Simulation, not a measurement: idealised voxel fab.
process module | voxel capacitor over wiring
cross-section cut | 190 nm wide | cells 5 nm
A cross-section is a grid of square cells, given in bands from the top down. A band is one or more rows of cells.
Each band's line starts with the height of the band's top and of its bottom, in nm. Then come its materials from left to right, each with its width in nm. One material with "throughout" fills the band from edge to edge. "air" is empty space.
Height 0 is the level under which the wafer as received is all one material. The lowest band goes on downwards, as in "0 down".
A width such as "30 to 40" changes by the same amount from each row of cells to the next, from the band's top row to its bottom row.
"no change" after a step means that no cell of the cross-section changed.
closed voids: empty space of 8 cells or more with no open way to the top, each as width x height at its distance from the left edge, in nm
after a step's settings: what the simulator itself notes on the step
overlay nm, on a step with a mask: how far to the right of its planned place the mask lay; to the left if negative
plan
1 op RECEIVE | material Si
2 op CONFORMAL_DEP | material SiO2 | thk nm 10
3 op DIRECTIONAL_DEP | material TiN | thk nm 5
4 op DIRECTIONAL_DEP | material Ru | thk nm 25
5 op PATTERN | tone cover | mask id METAL_1 | material resist | width nm 20 | pitch nm 75 | thk nm 15 | overlay nm 0
6 op DIRECTIONAL_ETCH | etch materials Ru | depth nm 25
7 op DIRECTIONAL_ETCH | etch materials TiN | depth nm 5
8 op STRIP | etch materials resist
9 op FILL_DEP | material SiO2 | thk nm 10
10 op CMP | height nm 40
11 op CONFORMAL_DEP | material SiCN | thk nm 5
12 op DIRECTIONAL_DEP | material SiO2 | thk nm 10
13 op PATTERN | tone open | mask id PLUG_1 | material resist | width nm 15 | thk nm 20 | overlay nm 0
14 op DIRECTIONAL_ETCH | etch materials SiO2 | depth nm 10
15 op DIRECTIONAL_ETCH | etch materials SiCN | depth nm 5
16 op STRIP | etch materials resist
17 op EPI | material Ru | thk nm 10
18 op EPI | material Ru | thk nm 5
19 op DIRECTIONAL_DEP | material TiN | thk nm 10
20 op DIRECTIONAL_DEP | material HfO2 | thk nm 5
21 op DIRECTIONAL_DEP | material TiN | thk nm 10
22 op PATTERN | tone cover | mask id UPPER_PLATE | material resist | width nm 60 | thk nm 20 | overlay nm 0
23 op DIRECTIONAL_ETCH | etch materials TiN | depth nm 10
24 op DIRECTIONAL_ETCH | etch materials HfO2 | depth nm 5
25 op STRIP | etch materials resist
26 op DIRECTIONAL_DEP | material aC | thk nm 10
27 op PATTERN | tone cover | mask id LOWER_PLATE | material resist | width nm 70 | thk nm 30 | overlay nm 0
28 op DIRECTIONAL_ETCH | etch materials aC | depth nm 10
29 op STRIP | etch materials resist
30 op DIRECTIONAL_ETCH | etch materials TiN | depth nm 10
31 op STRIP | etch materials aC
32 op FILL_DEP | material SiO2 | thk nm 15
33 op CMP | height nm 90
34 op MASKED_ETCH | tone open | mask id PLUG_2 | width nm 15 | etch materials SiO2 | depth nm 10 | overlay nm 0
35 op CONFORMAL_DEP | material TiN | thk nm 5
36 op FILL_DEP | material W | thk nm 5
37 op CMP | height nm 90
38 op CONFORMAL_DEP | material SiCN | thk nm 5
as received, after step 1
  0 down: Si throughout
  closed voids: none
first wafer at the end, as planned
  95 to 90: SiCN throughout
  90 to 85: SiO2 60 | TiN 5 | W 5 | TiN 5 | SiO2 115
  85 to 80: SiO2 60 | TiN 15 | SiO2 115
  80 to 70: SiO2 50 | TiN 60 | SiO2 80
  70 to 65: SiO2 50 | HfO2 60 | SiO2 80
  65 to 55: SiO2 45 | TiN 70 | SiO2 75
  55 to 45: SiO2 50 | Ru 15 | SiO2 125
  45 to 40: SiCN 50 | Ru 15 | SiCN 125
  40 to 15: SiO2 45 | Ru 20 | SiO2 55 | Ru 20 | SiO2 50
  15 to 10: SiO2 45 | TiN 20 | SiO2 55 | TiN 20 | SiO2 50
  10 to 0: SiO2 throughout
  0 down: Si throughout
  closed voids: none
second wafer at the end: like start, like plan, one mistake
  95 to 90: SiCN throughout
  90 to 80: SiO2 50 | TiN 25 | SiO2 115
  80 to 75: SiO2 50 | HfO2 25 | TiN 35 | SiO2 80
  75 to 70: SiO2 45 | TiN 65 | SiO2 80
  70 to 65: SiO2 45 | TiN 30 | HfO2 35 | SiO2 80
  65 to 55: SiO2 40 | Ru 35 | TiN 40 | SiO2 75
  55 to 45: SiO2 50 | Ru 15 | SiO2 125
  45 to 40: SiCN 50 | Ru 15 | SiCN 125
  40 to 15: SiO2 45 | Ru 20 | SiO2 55 | Ru 20 | SiO2 50
  15 to 10: SiO2 45 | TiN 20 | SiO2 55 | TiN 20 | SiO2 50
  10 to 0: SiO2 throughout
  0 down: Si throughout
  closed voids: none
what went wrong: step 17 was run twice
at the end the second wafer has, in cells: 14 more of Ru | 8 fewer of SiO2 | 5 fewer of TiN | 1 fewer of W
